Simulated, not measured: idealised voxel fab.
Herein follows the process module entitled voxel wiring stack.
Shown is cross-section cut, with a width of 250 nm and square cells of size 5 nm.
Notation: cross-section as square-cell grid; stated in bands, top first, going down; one or more cell rows per band.
Read a band's entry like this: the first values are the height of its top and the height of its bottom in nm, and what follows is the sequence of materials from left to right, each with its width in nm. Note that "blank" is empty space, and that a single material marked "everywhere" reaches across the band from edge to edge.
The reference from which all heights are counted is 0, the level beneath which the as-received wafer is entirely one material; the lowest band, having no lower bound, proceeds downward and is written after the example "0..down".
Per-row width for "30 to 40": begins at first number (top row of band), ends at second number (bottom row), increment between rows held constant.
You'll sometimes find "identical to before" written for a step, and that's the way of saying that nowhere in the cross-section did a cell change during that step.
The label "Closed internal cavities" introduces a list of the empty spaces, 8 cells or larger, that have no open way up to the top; each entry in it reads width x height at distance, where the distance is taken from the left edge and all three are stated in nm.
after a step's settings: what the simulator itself notes on the step
Among the settings permitted on a step's line is "overlay nm"; applied to a step with a mask, it specifies the extent to which the mask lay to the right of its planned position, whereas a negative figure signifies a position to the left.

Listed below are the process steps as planned
1,RECEIVE,material Si
2,CONFORMAL_DEP,material SiO2,thk nm 10
3,CONFORMAL_DEP,material SiN,thk nm 5
4,DIRECTIONAL_DEP,material lowk,thk nm 15
5,PATTERN,tone open,mask id METAL_1,material resist,width nm 20,pitch nm 35,thk nm 20,overlay nm 0
6,DIRECTIONAL_ETCH,etch materials lowk,depth nm 15
7,DIRECTIONAL_ETCH,etch materials SiN,depth nm 5
8,STRIP,etch materials resist
9,CONFORMAL_DEP,material TiN,thk nm 5
10,FILL_DEP,material Ru,thk nm 10
11,CMP,height nm 30
12,EPI,material Ru,thk nm 5
13,FILL_DEP,material SiCN,thk nm 5
14,DIRECTIONAL_DEP,material lowk,thk nm 10
15,DIRECTIONAL_DEP,material aC,thk nm 15
16,PATTERN,tone open,mask id PLUG_1,material resist,width nm 15,pitch nm 70,thk nm 30,overlay nm 0
17,DIRECTIONAL_ETCH,etch materials aC,depth nm 15
18,STRIP,etch materials resist
19,DIRECTIONAL_ETCH,etch materials lowk,depth nm 10
20,DIRECTIONAL_ETCH,etch materials SiCN,depth nm 5
21,STRIP,etch materials aC
22,EPI,material Ru,thk nm 10
23,EPI,material Ru,thk nm 5
24,DIRECTIONAL_DEP,material TiN,thk nm 5
25,DIRECTIONAL_DEP,material W,thk nm 15
26,MASKED_ETCH,tone cover,mask id METAL_2,width nm 20,pitch nm 35,etch materials W,depth nm 15,overlay nm 0
27,MASKED_ETCH,tone cover,mask id METAL_2,width nm 20,pitch nm 35,etch materials TiN,depth nm 5,overlay nm 0
28,CONFORMAL_DEP,material SiCN,thk nm 5
29,FILL_DEP,material lowk,thk nm 10
30,CMP,height nm 70
31,CONFORMAL_DEP,material SiCN,thk nm 5
32,DIRECTIONAL_DEP,material lowk,thk nm 15
33,PATTERN,tone open,mask id PLUG_2,material resist,width nm 15,pitch nm 35,thk nm 20,overlay nm 0
34,DIRECTIONAL_ETCH,etch materials lowk,depth nm 15
35,DIRECTIONAL_ETCH,etch materials SiCN,depth nm 5
36,STRIP,etch materials resist
37,CONFORMAL_DEP,material TiN,thk nm 5
38,FILL_DEP,material Ru,thk nm 10
39,CMP,height nm 90
40,DIRECTIONAL_DEP,material TiN,thk nm 5
41,DIRECTIONAL_DEP,material W,thk nm 25
42,PATTERN,tone cover,mask id METAL_3,material resist,width nm 20,pitch nm 35,thk nm 20,overlay nm 0
43,DIRECTIONAL_ETCH,etch materials W,depth nm 25
44,DIRECTIONAL_ETCH,etch materials TiN,depth nm 5
45,STRIP,etch materials resist
46,FILL_DEP,material SiO2,thk nm 10
47,CMP,height nm 120
48,CONFORMAL_DEP,material SiCN,thk nm 5
Quick note for whoever runs this: the wafers start identical, but the width nm at step 16 isn't the same across them. The plan just shows what the first wafer had.

As-received state after step 1, first of several wafers, cross-section
    0..down  Si everywhere
    Closed internal cavities: none

Table: wafers, a row each; end-of-module cell change per material since receipt, gain (+), loss (-); then closed voids
width nm 15; +78 Ru; +216 SiCN; +34 SiN; +304 SiO2; +108 TiN; +128 W; +382 lowk; Closed internal cavities: none
width nm 20; +84 Ru; +214 SiCN; +34 SiN; +304 SiO2; +108 TiN; +128 W; +378 lowk; Closed internal cavities: none
width nm 25; +90 Ru; +212 SiCN; +34 SiN; +304 SiO2; +108 TiN; +128 W; +374 lowk; Closed internal cavities: none
width nm 30; +96 Ru; +210 SiCN; +34 SiN; +304 SiO2; +108 TiN; +128 W; +370 lowk; Closed internal cavities: none
